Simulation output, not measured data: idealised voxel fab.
This is a process module. Its name is voxel plated lines.
The width of the displayed cross-section, cut, is 285 nm; its cells are square, with a size of 5 nm.
Cross-section format: a grid of square cells, given as bands from top to bottom; each band is one or more rows of cells.
Basically the band line says how high the top is and how high the bottom is, in nm, and then what's in it from left to right, every material with its width in nm. Empty space shows up as "blank", and if a single material carries "everywhere" it runs the full band edge to edge.
Basically, 0 is our baseline, since under it the wafer straight out of the box is all one material. The bottom band has no lower end and keeps on going down, so it looks like "0..down".
Note: "30..40" means the width goes from the first number (top row of the band) to the second number (bottom row) in equal steps per row of cells.
"nothing changed" means the step left every cell of the cross-section as it was.
What "Sealed void list" gives you is every empty space of 8 cells or more that is cut off from the top. Each appears as width x height at distance, with the distance taken from the left edge and width, height and distance all in nm.
Heads up: the bit after the settings on a step's line is the simulator's remark on that step.
Steps that use a mask can have "overlay nm" on their line. It says how far the mask sat to the right of where it was meant to be. Negative means to the left.
Set out below are the planned steps of the process:
1. RECEIVE (material Si)
2. CONFORMAL_DEP (material SiN; thk nm 10)
3. DIRECTIONAL_DEP (material TiN; thk nm 5)
4. PATTERN (tone open; mask id LINES; material resist; width nm 30; pitch nm 60; thk nm 15; overlay nm 0)
5. EPI (material Ru; thk nm 10)
6. STRIP (etch materials resist)
7. DIRECTIONAL_ETCH (etch materials TiN; depth nm 5)
8. CONFORMAL_DEP (material SiN; thk nm 10)
The following pertains to the first of two wafers, which was processed as planned:
As received (post step 1): cross-section:
> 0..down  Si everywhere
> Sealed void list: none
Step 2 complete: cross-section through the wafer:
> 10..0  SiN everywhere
> Under 0: no change, same as before.
Step 3 complete: cross-section through the wafer:
> 15..10  TiN everywhere
> Under 10: no change, same as before.
Step 4 complete: cross-section through the wafer:
> 30..15  resist: 95 | blank: 30 | resist: 30 | blank: 30 | resist: 100
> Under 15: no change, same as before.
Step 5 complete: cross-section through the wafer:
> 30..25  resist: 95 | blank: 30 | resist: 30 | blank: 30 | resist: 100
> 25..15  resist: 95 | Ru: 30 | resist: 30 | Ru: 30 | resist: 100
> Under 15: no change, same as before.
Step 6 complete: cross-section through the wafer:
> 25..15  blank: 95 | Ru: 30 | blank: 30 | Ru: 30 | blank: 100
> Under 15: no change, same as before.
Step 7 complete: cross-section through the wafer:
> 25..15  blank: 95 | Ru: 30 | blank: 30 | Ru: 30 | blank: 100
> 15..10  blank: 95 | TiN: 30 | blank: 30 | TiN: 30 | blank: 100
> Under 10: no change, same as before.
Step 8 complete: cross-section through the wafer:
> 35..25  blank: 85 | SiN: 50 | blank: 10 | SiN: 50 | blank: 90
> 25..20  blank: 85 | SiN: 10 | Ru: 30 | SiN: 10 | blank: 10 | SiN: 10 | Ru: 30 | SiN: 10 | blank: 90
> 20..15  SiN: 95 | Ru: 30 | SiN: 30 | Ru: 30 | SiN: 100
> 15..10  SiN: 95 | TiN: 30 | SiN: 30 | TiN: 30 | SiN: 100
> Under 10: no change, same as before.
Here the second wafer is described. Its start and its plan were those of the first wafer. Its run contained one mistake. Up to and including step 1, it did exactly what the first wafer did:
The second wafer in cross-section, at the planned close of step 2:
> 10..0  Ru everywhere
> Under 0: no change, same as before.
The second wafer in cross-section, at the planned close of step 3:
> 15..10  TiN everywhere
> Under 10: no change, same as before.
The second wafer in cross-section, at the planned close of step 4:
> 30..15  resist: 95 | blank: 30 | resist: 30 | blank: 30 | resist: 100
> Under 15: no change, same as before.
The second wafer in cross-section, at the planned close of step 5:
> 30..25  resist: 95 | blank: 30 | resist: 30 | blank: 30 | resist: 100
> 25..15  resist: 95 | Ru: 30 | resist: 30 | Ru: 30 | resist: 100
> Under 15: no change, same as before.
The second wafer in cross-section, at the planned close of step 6:
> 25..15  blank: 95 | Ru: 30 | blank: 30 | Ru: 30 | blank: 100
> Under 15: no change, same as before.
The second wafer in cross-section, at the planned close of step 7:
> 25..15  blank: 95 | Ru: 30 | blank: 30 | Ru: 30 | blank: 100
> 15..10  blank: 95 | TiN: 30 | blank: 30 | TiN: 30 | blank: 100
> Under 10: no change, same as before.
The second wafer in cross-section, at the planned close of step 8:
> 35..25  blank: 85 | SiN: 50 | blank: 10 | SiN: 50 | blank: 90
> 25..20  blank: 85 | SiN: 10 | Ru: 30 | SiN: 10 | blank: 10 | SiN: 10 | Ru: 30 | SiN: 10 | blank: 90
> 20..15  SiN: 95 | Ru: 30 | SiN: 30 | Ru: 30 | SiN: 100
> 15..10  SiN: 95 | TiN: 30 | SiN: 30 | TiN: 30 | SiN: 100
> Under 10: no change, same as before.
Heads up, the wafer didn't run the way we planned it: for step 2, the planned setting was not used; the step was instead run as CONFORMAL_DEP (material Ru; thk nm 10)
In the final state, the cell counts of the second wafer exceed or fall short of those of the first for the following materials: Ru +114; SiN -114
